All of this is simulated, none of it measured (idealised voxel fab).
Documented hereafter: the process module known as voxel gate over fins.
Square cell edge 5 nm, section width 285 nm, ID cut.
When this document writes out a cross-section, it uses a grid of square cells and lists it as bands, beginning at the top and moving down, with a band standing for one or more rows of cells. Band: top height; bottom height; in nm. Then, left to right: material with width in nm, for each material. "full width": a single material spanning edge to edge. "blank": empty space. Counting heights begins at 0, where everything beneath is, in the wafer as received, one material. The lowest band has no bottom; it goes on downwards, as "0 and below" shows. Width "30 to 40": first value at the band's top row of cells, second value at its bottom row, equal change from row to row. "same as before" means the step left every cell of the cross-section as it was. Basically, "Non-vented voids" tells you about the enclosed voids: empty spaces with no open way to the top, 8 cells or bigger, each written width x height at distance, where distance is from the left edge, all in nm. after a step's settings: what the simulator itself notes on the step. overlay nm: where the mask lay relative to plan, measured to the right, on steps with a mask; negatives go left.
The planned process steps are enumerated hereunder:
step 1: RECEIVE with material Si
step 2: CONFORMAL_DEP with material SiN, thk nm 5
step 3: MASKED_ETCH with tone cover, mask id FINS, width nm 15, pitch nm 60, etch materials SiN, depth nm 5, overlay nm 0
step 4: MASKED_ETCH with tone cover, mask id FINS, width nm 15, pitch nm 60, etch materials Si, depth nm 35, overlay nm 0
step 5: OXIDIZE with depth nm 5
step 6: FILL_DEP with material SiO2, thk nm 5
step 7: CMP with height nm 5
step 8: PATTERN with tone open, mask id RAIL, material resist, width nm 15, thk nm 20, overlay nm -15
step 9: DIRECTIONAL_ETCH with etch materials SiO2, depth nm 35
step 10: STRIP with etch materials resist
step 11: CONFORMAL_DEP with material TiN, thk nm 5
step 12: FILL_DEP with material W, thk nm 10
step 13: CMP with height nm 5
step 14: SELECTIVE_ETCH with etch materials W Ru TiN, depth nm 30
step 15: FILL_DEP with material SiO2, thk nm 5
step 16: CMP with height nm 5
step 17: SELECTIVE_ETCH with etch materials SiO2, depth nm 20
step 18: STRIP with etch materials SiN
step 19: CONFORMAL_DEP with material HfO2, thk nm 5
step 20: CONFORMAL_DEP with material TiN, thk nm 5
step 21: FILL_DEP with material W, thk nm 10
step 22: CMP with height nm 15
step 23: CONFORMAL_DEP with material SiN, thk nm 10
varied across the wafers: overlay nm of step 8. The plan shows the first wafer's value. All wafers start alike
Cross-section of the first of several wafers on receipt, reflecting completion of step 1:
    0 and below | Si full width
    Non-vented voids: none
The first of several wafers, seen in cross-section after the module's last step, step 23:
    25 down to 15 | SiN full width
    15 down to 10 | W full width
    10 down to 5 | 40 of W, then 25 of TiN, then 35 of W, then 25 of TiN, then 35 of W, then 25 of TiN, then 35 of W, then 25 of TiN, then 40 of W
    5 down to 0 | 40 of W, then 5 of TiN, then 15 of HfO2, then 5 of TiN, then 35 of W, then 5 of TiN, then 15 of HfO2, then 5 of TiN, then 35 of W, then 5 of TiN, then 15 of HfO2, then 5 of TiN, then 35 of W, then 5 of TiN, then 15 of HfO2, then 5 of TiN, then 40 of W
    0 down to -5 | 40 of W, then 5 of TiN, then 5 of HfO2, then 5 of Si, then 5 of HfO2, then 5 of TiN, then 35 of W, then 5 of TiN, then 5 of HfO2, then 5 of Si, then 5 of HfO2, then 5 of TiN, then 35 of W, then 5 of TiN, then 5 of HfO2, then 5 of Si, then 5 of HfO2, then 5 of TiN, then 35 of W, then 5 of TiN, then 5 of HfO2, then 5 of Si, then 5 of HfO2, then 5 of TiN, then 40 of W
    -5 down to -10 | 45 of TiN, then 5 of HfO2, then 5 of Si, then 5 of HfO2, then 45 of TiN, then 5 of HfO2, then 5 of Si, then 5 of HfO2, then 45 of TiN, then 5 of HfO2, then 5 of Si, then 5 of HfO2, then 45 of TiN, then 5 of HfO2, then 5 of Si, then 5 of HfO2, then 45 of TiN
    -10 down to -15 | 50 of HfO2, then 5 of Si, then 55 of HfO2, then 5 of Si, then 55 of HfO2, then 5 of Si, then 55 of HfO2, then 5 of Si, then 50 of HfO2
    -15 down to -25 | 50 of SiO2, then 5 of Si, then 55 of SiO2, then 5 of Si, then 55 of SiO2, then 5 of Si, then 55 of SiO2, then 5 of Si, then 50 of SiO2
    -25 down to -30 | 50 of SiO2, then 5 of Si, then 5 of SiO2, then 15 of TiN, then 35 of SiO2, then 5 of Si, then 55 of SiO2, then 5 of Si, then 55 of SiO2, then 5 of Si, then 50 of SiO2
    -30 down to -40 | 50 of SiO2, then 5 of Si, then 55 of SiO2, then 5 of Si, then 55 of SiO2, then 5 of Si, then 55 of SiO2, then 5 of Si, then 50 of SiO2
    -40 and below | Si full width
    Non-vented voids: none
Last wafer at the end:
    25 down to 15 | SiN full width
    15 down to 10 | W full width
    10 down to 5 | 40 of W, then 25 of TiN, then 35 of W, then 25 of TiN, then 35 of W, then 25 of TiN, then 35 of W, then 25 of TiN, then 40 of W
    5 down to 0 | 40 of W, then 5 of TiN, then 15 of HfO2, then 5 of TiN, then 35 of W, then 5 of TiN, then 15 of HfO2, then 5 of TiN, then 35 of W, then 5 of TiN, then 15 of HfO2, then 5 of TiN, then 35 of W, then 5 of TiN, then 15 of HfO2, then 5 of TiN, then 40 of W
    0 down to -5 | 40 of W, then 5 of TiN, then 5 of HfO2, then 5 of Si, then 5 of HfO2, then 5 of TiN, then 35 of W, then 5 of TiN, then 5 of HfO2, then 5 of Si, then 5 of HfO2, then 5 of TiN, then 35 of W, then 5 of TiN, then 5 of HfO2, then 5 of Si, then 5 of HfO2, then 5 of TiN, then 35 of W, then 5 of TiN, then 5 of HfO2, then 5 of Si, then 5 of HfO2, then 5 of TiN, then 40 of W
    -5 down to -10 | 45 of TiN, then 5 of HfO2, then 5 of Si, then 5 of HfO2, then 45 of TiN, then 5 of HfO2, then 5 of Si, then 5 of HfO2, then 45 of TiN, then 5 of HfO2, then 5 of Si, then 5 of HfO2, then 45 of TiN, then 5 of HfO2, then 5 of Si, then 5 of HfO2, then 45 of TiN
    -10 down to -15 | 50 of HfO2, then 5 of Si, then 55 of HfO2, then 5 of Si, then 55 of HfO2, then 5 of Si, then 55 of HfO2, then 5 of Si, then 50 of HfO2
    -15 down to -25 | 50 of SiO2, then 5 of Si, then 55 of SiO2, then 5 of Si, then 55 of SiO2, then 5 of Si, then 55 of SiO2, then 5 of Si, then 50 of SiO2
    -25 down to -30 | 50 of SiO2, then 5 of Si, then 35 of SiO2, then 15 of TiN, then 5 of SiO2, then 5 of Si, then 55 of SiO2, then 5 of Si, then 55 of SiO2, then 5 of Si, then 50 of SiO2
    -30 down to -40 | 50 of SiO2, then 5 of Si, then 55 of SiO2, then 5 of Si, then 55 of SiO2, then 5 of Si, then 55 of SiO2, then 5 of Si, then 50 of SiO2
    -40 and below | Si full width
    Non-vented voids: none
Every row in this table is a wafer at the end of the module, and it gives, for each of the materials, the cells that wafer has gained (+) or lost (-) since it was received, then its closed voids:
overlay nm -15; +81 HfO2; -424 Si; +114 SiN; +262 SiO2; +84 TiN; +168 W; Non-vented voids: none
overlay nm -10; +81 HfO2; -424 Si; +114 SiN; +262 SiO2; +84 TiN; +168 W; Non-vented voids: none
overlay nm -5; +81 HfO2; -424 Si; +114 SiN; +262 SiO2; +84 TiN; +168 W; Non-vented voids: none
overlay nm 0; +81 HfO2; -424 Si; +114 SiN; +262 SiO2; +84 TiN; +168 W; Non-vented voids: none
overlay nm 5; +81 HfO2; -424 Si; +114 SiN; +262 SiO2; +84 TiN; +168 W; Non-vented voids: none
overlay nm 10; +81 HfO2; -424 Si; +114 SiN; +262 SiO2; +84 TiN; +168 W; Non-vented voids: none
overlay nm 15; +81 HfO2; -424 Si; +114 SiN; +262 SiO2; +84 TiN; +168 W; Non-vented voids: none
